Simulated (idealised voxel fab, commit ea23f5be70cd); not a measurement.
Documented hereafter: the process module known as voxel released beams.
The figure presents cross-section cut, which has a width of 180 nm and is divided into square cells with an edge length of 5 nm.
Each cross-section below is a grid of square cells, stated as bands in top-down order, with one or more rows of cells making up each band.
It is stipulated that each band's entry specify, in nanometres, the height of the top of the band and then that of its bottom, followed by the materials of the band in left-to-right sequence, each together with its width in nanometres. A single material marked by the word "everywhere" is understood to fill the band from edge to edge; the word "air" is understood to denote empty space.
Measure heights from 0. That's the level where, below it, the as-received wafer is all one material. The lowest band is bottomless and extends downward; write it as in "0..down".
You'd read "30->40" like this: the band's top row of cells is as wide as the first number, its bottom row is as wide as the second, and going down, every row changes width by the same amount as the row before did.
No cell of the cross-section changed in a step that is given as "stayed the same".
Empty spaces without an open route to the top, at least 8 cells in extent, make up the entry "Completely enclosed voids"; each is given as width x height at distance, where the distance is measured from the left edge, and all are in nm.
Read whatever lies past the settings on a step's line as the simulator's own remark about the step.
"overlay nm" denotes, for a step that has a mask, the displacement of the mask to the right of its planned place, with negative values corresponding to the left.
## The following list gives the planned process steps
| 1 | RECEIVE,material Si |
| 2 | CONFORMAL_DEP,material SiN,thk nm 5 |
| 3 | DIRECTIONAL_DEP,material SiO2,thk nm 10 |
| 4 | MASKED_ETCH,tone open,mask id ANCHOR,width nm 35,etch materials SiO2,depth nm 10,overlay nm 0 |
| 5 | CONFORMAL_DEP,material TiN,thk nm 10 |
| 6 | MASKED_ETCH,tone cover,mask id BEAM,width nm 80,etch materials TiN,depth nm 10,overlay nm 0 |
| 7 | STRIP,etch materials SiO2 |
## Cross-section of the wafer as it came to us, i.e., already through step 1
  0..down = Si everywhere
  Completely enclosed voids: none
## The following cross-section depicts the wafer upon conclusion of the module. Processing commenced from the starting condition illustrated above and adhered to the plan illustrated above, save for one mistake in execution
  25..15 = 45 nm air, then 20 nm TiN, then 5 nm air, then 55 nm TiN, then 55 nm air
  15..5 = 55 nm air, then 25 nm TiN, then 100 nm air
  5..0 = SiN everywhere
  0..down = Si everywhere
  Completely enclosed voids: none
Short version of what went wrong: step 4 was processed under conditions differing from the plan, specifically as MASKED_ETCH,tone open,mask id ANCHOR,width nm 25,etch materials SiO2,depth nm 10,overlay nm 0
